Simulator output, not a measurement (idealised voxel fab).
The following process module bears the name voxel tone inversion.
Each square cell in cross-section cut measures 5 nm, and the section as a whole is 240 nm wide.
This document writes a cross-section as a grid whose cells are square, and gives it as bands, listed from the top down; one or more rows of cells form a band.
Basically the band line says how high the top is and how high the bottom is, in nm, and then what's in it from left to right, every material with its width in nm. Empty space shows up as "empty", and if a single material carries "throughout" it runs the full band edge to edge.
Beneath 0, the wafer as received is one material, and that level is where height counting begins. The lowest band goes on downward without a bottom; it is written like "0 down".
A width such as "30->40" changes by the same amount from each row of cells to the next, from the band's top row to its bottom row.
You'll sometimes find "no modifications" written for a step, and that's the way of saying that nowhere in the cross-section did a cell change during that step.
In the "Fully closed voids" entry, you get each enclosed empty space of 8 cells or more, one with no open way to the top, written width x height at distance, distance from the left edge, in nm.
Note: text after step settings on the step line = simulator remark on that step.
Among the settings permitted on a step's line is "overlay nm"; applied to a step with a mask, it specifies the extent to which the mask lay to the right of its planned position, whereas a negative figure signifies a position to the left.

Planned step list for the process
1 RECEIVE (material Si)
2 CONFORMAL_DEP (material SiCN; thk nm 10)
3 DIRECTIONAL_DEP (material aC; thk nm 20)
4 PATTERN (tone cover; mask id POSTS; material resist; width nm 20; pitch nm 45; thk nm 25; overlay nm 0)
5 DIRECTIONAL_ETCH (etch materials aC; depth nm 20)
6 STRIP (etch materials resist)
7 FILL_DEP (material SiO2; thk nm 10)
8 CMP (height nm 30)
9 STRIP (etch materials aC)
10 CONFORMAL_DEP (material TiN; thk nm 5)
11 FILL_DEP (material Cu; thk nm 10)
12 CMP (height nm 30)
13 CONFORMAL_DEP (material SiCN; thk nm 5)

The first of two wafers, run as planned

Step 1 complete: cross-section of the wafer as received
    0 down  Si throughout
    Fully closed voids: none

Sectional view: wafer, after step 2
    10 to 0  SiCN throughout
    below 0: unchanged

Sectional view: wafer, after step 3
    30 to 10  aC throughout
    below 10: unchanged

Sectional view: wafer, after step 4
    55 to 30  empty: 85, resist: 20, empty: 25, resist: 20, empty: 90
    below 30: unchanged

Sectional view: wafer, after step 5
    35 to 30  empty: 85, resist: 20, empty: 25, resist: 20, empty: 90
    30 to 10  empty: 85, aC: 20, empty: 25, aC: 20, empty: 90
    below 10: unchanged

Sectional view: wafer, after step 6
    30 to 10  empty: 85, aC: 20, empty: 25, aC: 20, empty: 90
    below 10: unchanged

Sectional view: wafer, after step 7
    40 to 30  SiO2 throughout
    30 to 10  SiO2: 85, aC: 20, SiO2: 25, aC: 20, SiO2: 90
    below 10: unchanged

Sectional view: wafer, after step 8
    30 to 10  SiO2: 85, aC: 20, SiO2: 25, aC: 20, SiO2: 90
    below 10: unchanged

Sectional view: wafer, after step 9
    30 to 10  SiO2: 85, empty: 20, SiO2: 25, empty: 20, SiO2: 90
    below 10: unchanged

Sectional view: wafer, after step 10
    35 to 30  TiN: 90, empty: 10, TiN: 35, empty: 10, TiN: 95
    30 to 15  SiO2: 85, TiN: 5, empty: 10, TiN: 5, SiO2: 25, TiN: 5, empty: 10, TiN: 5, SiO2: 90
    15 to 10  SiO2: 85, TiN: 20, SiO2: 25, TiN: 20, SiO2: 90
    below 10: unchanged

Sectional view: wafer, after step 11
    45 to 35  Cu throughout
    35 to 30  TiN: 90, Cu: 10, TiN: 35, Cu: 10, TiN: 95
    30 to 15  SiO2: 85, TiN: 5, Cu: 10, TiN: 5, SiO2: 25, TiN: 5, Cu: 10, TiN: 5, SiO2: 90
    below 15: unchanged

Sectional view: wafer, after step 12
    30 to 15  SiO2: 85, TiN: 5, Cu: 10, TiN: 5, SiO2: 25, TiN: 5, Cu: 10, TiN: 5, SiO2: 90
    below 15: unchanged

Sectional view: wafer, after step 13
    35 to 30  SiCN throughout
    below 30: unchanged

Wafer two of the pair: same origin, same plan, one error during the run; identical to wafer one up to and including step 7

Cross-section: second wafer, time at which step 8 was scheduled to end
    30 to 10  SiO2: 85, aC: 20, SiO2: 25, aC: 20, SiO2: 90
    below 10: unchanged

Cross-section: second wafer, time at which step 9 was scheduled to end
    30 to 10  SiO2: 85, empty: 20, SiO2: 25, empty: 20, SiO2: 90
    below 10: unchanged

Cross-section: second wafer, time at which step 10 was scheduled to end
    35 to 30  TiN: 90, empty: 10, TiN: 35, empty: 10, TiN: 95
    30 to 15  SiO2: 85, TiN: 5, empty: 10, TiN: 5, SiO2: 25, TiN: 5, empty: 10, TiN: 5, SiO2: 90
    15 to 10  SiO2: 85, TiN: 20, SiO2: 25, TiN: 20, SiO2: 90
    below 10: unchanged

Cross-section: second wafer, time at which step 11 was scheduled to end
    45 to 35  Cu throughout
    35 to 30  TiN: 90, Cu: 10, TiN: 35, Cu: 10, TiN: 95
    30 to 15  SiO2: 85, TiN: 5, Cu: 10, TiN: 5, SiO2: 25, TiN: 5, Cu: 10, TiN: 5, SiO2: 90
    below 15: unchanged

Cross-section: second wafer, time at which step 12 was scheduled to end
    30 to 15  SiO2: 85, TiN: 5, Cu: 10, TiN: 5, SiO2: 25, TiN: 5, Cu: 10, TiN: 5, SiO2: 90
    below 15: unchanged

Cross-section: second wafer, time at which step 13 was scheduled to end
    35 to 30  SiCN throughout
    below 30: unchanged
Plan not followed: step 8 of the plan was executed twice over
Since the two wafers finish with cross-sections that are the same, nothing this model computes is changed by the mistake.
